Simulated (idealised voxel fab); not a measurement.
Presented below is a process module, voxel transistor to metal.
For reference, the cross-section in this document is cut, with width 145 nm and square cells of 5 nm.
Format of a cross-section: grid, square cells. Given as bands. Order: top down. Band: one or more rows of cells.
First you get the band's top height and its bottom height, in nm, and then the materials it's made of, left to right, with each width in nm. If you see a single material with "edge to edge", that one covers the band edge to edge. "blank" is empty space.
Measure heights from 0. That's the level where, below it, the as-received wafer is all one material. The lowest band is bottomless and extends downward; write it as in "0 nm and below".
When a width is written as two numbers, as in "30 to 40", the first number is the width in the top row of cells of the band and the second is the width in its bottom row, and the width changes by the same amount from each row to the next.
The cross-section has no changed cell in any step marked "remains unaltered".
Closed empty spaces (no open way to the top) of 8 cells or more are what "Enclosed void list" lists, each as width x height at distance from the left edge, nm for all three.
Whatever follows a step's settings on its line is a remark the simulator itself makes about that step.
overlay nm: for a step with a mask, the amount by which the mask lay right of where it was planned; a negative amount means left of it.

# List of planned process steps
| 1 | RECEIVE, material Si |
| 2 | CONFORMAL_DEP, material SiO2, thk nm 5 |
| 3 | CONFORMAL_DEP, material SiN, thk nm 10 |
| 4 | DIRECTIONAL_DEP, material aC, thk nm 10 |
| 5 | PATTERN, tone cover, mask id ACTIVE, material resist, width nm 105, thk nm 25, overlay nm 0 |
| 6 | DIRECTIONAL_ETCH, etch materials aC, depth nm 10 |
| 7 | STRIP, etch materials resist |
| 8 | DIRECTIONAL_ETCH, etch materials SiN, depth nm 10 |
| 9 | DIRECTIONAL_ETCH, etch materials SiO2, depth nm 5 |
| 10 | DIRECTIONAL_ETCH, etch materials Si, depth nm 25 |
| 11 | STRIP, etch materials aC |
| 12 | FILL_DEP, material SiO2, thk nm 15 |
| 13 | CMP, height nm 15 |
| 14 | SELECTIVE_ETCH, etch materials SiO2, depth nm 5 |
| 15 | STRIP, etch materials SiN |
| 16 | SELECTIVE_ETCH, etch materials SiO2, depth nm 5 |
| 17 | OXIDIZE, depth nm 5 |
| 18 | DIRECTIONAL_DEP, material polySi, thk nm 30 |
| 19 | DIRECTIONAL_DEP, material SiCN, thk nm 10 |
| 20 | MASKED_ETCH, tone cover, mask id GATE, width nm 25, etch materials SiCN, depth nm 20, overlay nm 0 |
| 21 | MASKED_ETCH, tone cover, mask id GATE, width nm 25, etch materials polySi, depth nm 40, overlay nm 0 |
| 22 | CONFORMAL_DEP, material SiO2, thk nm 5 |
| 23 | DIRECTIONAL_ETCH, etch materials SiO2, depth nm 5 |
| 24 | CONFORMAL_DEP, material SiN, thk nm 10 |
| 25 | DIRECTIONAL_ETCH, etch materials SiN, depth nm 10 |
| 26 | DIRECTIONAL_ETCH, etch materials SiO2, depth nm 5 |
| 27 | DIRECTIONAL_ETCH, etch materials Si, depth nm 5 |
| 28 | EPI, material nSi, thk nm 10 |
| 29 | FILL_DEP, material SiO2, thk nm 10 |
| 30 | CMP, height nm 40 |
| 31 | DIRECTIONAL_DEP, material SiO2, thk nm 15 |
| 32 | MASKED_ETCH, tone open, mask id CONTACT, width nm 15, pitch nm 80, etch materials SiO2, depth nm 50, overlay nm 0 |
| 33 | CONFORMAL_DEP, material TiN, thk nm 5 |
| 34 | FILL_DEP, material Ru, thk nm 10 |
| 35 | CMP, height nm 55 |
| 36 | CONFORMAL_DEP, material SiCN, thk nm 5 |
| 37 | DIRECTIONAL_DEP, material lowk, thk nm 25 |
| 38 | DIRECTIONAL_DEP, material aC, thk nm 15 |
| 39 | PATTERN, tone open, mask id METAL_1, material resist, width nm 15, pitch nm 80, thk nm 30, overlay nm 0 |
| 40 | DIRECTIONAL_ETCH, etch materials aC, depth nm 15 |
| 41 | STRIP, etch materials resist |
| 42 | DIRECTIONAL_ETCH, etch materials lowk, depth nm 25 |
| 43 | DIRECTIONAL_ETCH, etch materials SiCN, depth nm 5 |
| 44 | STRIP, etch materials aC |
| 45 | CONFORMAL_DEP, material TiN, thk nm 5 |
| 46 | FILL_DEP, material Cu, thk nm 10 |
| 47 | CMP, height nm 85 |
| 48 | CONFORMAL_DEP, material SiCN, thk nm 5 |
| 49 | DIRECTIONAL_DEP, material SiO2, thk nm 25 |
| 50 | DIRECTIONAL_DEP, material aC, thk nm 10 |
| 51 | PATTERN, tone open, mask id METAL_2, material resist, width nm 15, pitch nm 80, thk nm 30, overlay nm 0 |
| 52 | DIRECTIONAL_ETCH, etch materials aC, depth nm 10 |
| 53 | STRIP, etch materials resist |
| 54 | DIRECTIONAL_ETCH, etch materials SiO2, depth nm 15 |
| 55 | STRIP, etch materials aC |
| 56 | DIRECTIONAL_DEP, material aC, thk nm 15 |
| 57 | PATTERN, tone open, mask id METAL_2_HOLES, material resist, width nm 15, pitch nm 80, thk nm 30, overlay nm 0 |
| 58 | DIRECTIONAL_ETCH, etch materials aC, depth nm 15 |
| 59 | STRIP, etch materials resist |
| 60 | DIRECTIONAL_ETCH, etch materials SiO2, depth nm 10 |
| 61 | DIRECTIONAL_ETCH, etch materials SiCN, depth nm 5 |
| 62 | STRIP, etch materials aC |
| 63 | CONFORMAL_DEP, material TiN, thk nm 5 |
| 64 | FILL_DEP, material Cu, thk nm 10 |
| 65 | CMP, height nm 115 |
| 66 | CONFORMAL_DEP, material SiCN, thk nm 5 |

# Cross-section: wafer on arrival = after step 1
- 0 nm and below: Si edge to edge
- Enclosed void list: none

# First of two wafers, end-of-module section, run followed plan
- 120 nm to 115 nm: SiCN edge to edge
- 115 nm to 90 nm: 25 SiO2, then 5 TiN, then 5 Cu, then 5 TiN, then 65 SiO2, then 5 TiN, then 5 Cu, then 5 TiN, then 25 SiO2
- 90 nm to 85 nm: 25 SiCN, then 15 TiN, then 65 SiCN, then 15 TiN, then 25 SiCN
- 85 nm to 60 nm: 25 lowk, then 5 TiN, then 5 Cu, then 5 TiN, then 65 lowk, then 5 TiN, then 5 Cu, then 5 TiN, then 25 lowk
- 60 nm to 55 nm: 25 SiCN, then 15 TiN, then 65 SiCN, then 15 TiN, then 25 SiCN
- 55 nm to 40 nm: 25 SiO2, then 5 TiN, then 5 Ru, then 5 TiN, then 65 SiO2, then 5 TiN, then 5 Ru, then 5 TiN, then 25 SiO2
- 40 nm to 30 nm: 25 SiO2, then 5 TiN, then 5 Ru, then 5 TiN, then 5 SiO2, then 10 SiN, then 5 SiO2, then 25 SiCN, then 5 SiO2, then 10 SiN, then 5 SiO2, then 5 TiN, then 5 Ru, then 5 TiN, then 25 SiO2
- 30 nm to 10 nm: 25 SiO2, then 5 TiN, then 5 Ru, then 5 TiN, then 5 SiO2, then 10 SiN, then 5 SiO2, then 25 polySi, then 5 SiO2, then 10 SiN, then 5 SiO2, then 5 TiN, then 5 Ru, then 5 TiN, then 25 SiO2
- 10 nm to 5 nm: 25 SiO2, then 15 TiN, then 5 SiO2, then 10 SiN, then 5 SiO2, then 25 polySi, then 5 SiO2, then 10 SiN, then 5 SiO2, then 15 TiN, then 25 SiO2
- 5 nm to 0 nm: 20 SiO2, then 10 SiN, then 15 nSi, then 10 SiN, then 5 SiO2, then 25 polySi, then 5 SiO2, then 10 SiN, then 15 nSi, then 10 SiN, then 20 SiO2
- 0 nm to -5 nm: 30 SiO2, then 15 nSi, then 55 SiO2, then 15 nSi, then 30 SiO2
- -5 nm to -10 nm: 20 SiO2, then 10 Si, then 15 nSi, then 55 Si, then 15 nSi, then 10 Si, then 20 SiO2
- -10 nm to -25 nm: 20 SiO2, then 105 Si, then 20 SiO2
- -25 nm and below: Si edge to edge
- Enclosed void list: none

# Cross-sectional image of the second wafer of the two following completion of the module. Starting state and process plan were the same as for the first wafer; one execution error occurred
- 120 nm to 115 nm: SiCN edge to edge
- 115 nm to 90 nm: 25 SiO2, then 5 TiN, then 5 Cu, then 5 TiN, then 65 SiO2, then 5 TiN, then 5 Cu, then 5 TiN, then 25 SiO2
- 90 nm to 85 nm: 25 SiCN, then 15 TiN, then 65 SiCN, then 15 TiN, then 25 SiCN
- 85 nm to 60 nm: 25 lowk, then 5 TiN, then 5 Cu, then 5 TiN, then 65 lowk, then 5 TiN, then 5 Cu, then 5 TiN, then 25 lowk
- 60 nm to 55 nm: 25 SiCN, then 15 TiN, then 65 SiCN, then 15 TiN, then 25 SiCN
- 55 nm to 40 nm: 25 SiO2, then 5 TiN, then 5 Ru, then 5 TiN, then 65 SiO2, then 5 TiN, then 5 Ru, then 5 TiN, then 25 SiO2
- 40 nm to 35 nm: 25 SiO2, then 5 TiN, then 5 Ru, then 5 TiN, then 5 SiO2, then 10 SiN, then 5 SiO2, then 25 SiCN, then 5 SiO2, then 10 SiN, then 5 SiO2, then 5 TiN, then 5 Ru, then 5 TiN, then 25 SiO2
- 35 nm to 30 nm: 25 SiO2, then 15 TiN, then 5 SiO2, then 10 SiN, then 5 SiO2, then 25 SiCN, then 5 SiO2, then 10 SiN, then 5 SiO2, then 5 TiN, then 5 Ru, then 5 TiN, then 25 SiO2
- 30 nm to 10 nm: 25 SiO2, then 10 TiN, then 10 SiN, then 5 SiO2, then 35 polySi, then 5 SiO2, then 10 SiN, then 5 SiO2, then 5 TiN, then 5 Ru, then 5 TiN, then 25 SiO2
- 10 nm to 5 nm: 25 SiO2, then 10 TiN, then 10 SiN, then 5 SiO2, then 35 polySi, then 5 SiO2, then 10 SiN, then 5 SiO2, then 15 TiN, then 25 SiO2
- 5 nm to 0 nm: 20 SiO2, then 10 SiN, then 5 nSi, then 10 SiN, then 5 SiO2, then 35 polySi, then 5 SiO2, then 10 SiN, then 15 nSi, then 10 SiN, then 20 SiO2
- 0 nm to -5 nm: 30 SiO2, then 5 nSi, then 65 SiO2, then 15 nSi, then 30 SiO2
- -5 nm to -10 nm: 20 SiO2, then 10 Si, then 5 nSi, then 65 Si, then 15 nSi, then 10 Si, then 20 SiO2
- -10 nm to -25 nm: 20 SiO2, then 105 Si, then 20 SiO2
- -25 nm and below: Si edge to edge
- Enclosed void list: none
Error vs. plan: contrary to plan, step 21 was performed as MASKED_ETCH, tone cover, mask id GATE, width nm 25, etch materials polySi, depth nm 40, overlay nm -10
Looking at both finished wafers in cells, the second ends up ahead of or behind the first on some materials: Ru -5; Si +2; SiO2 -3; nSi -6; polySi +12
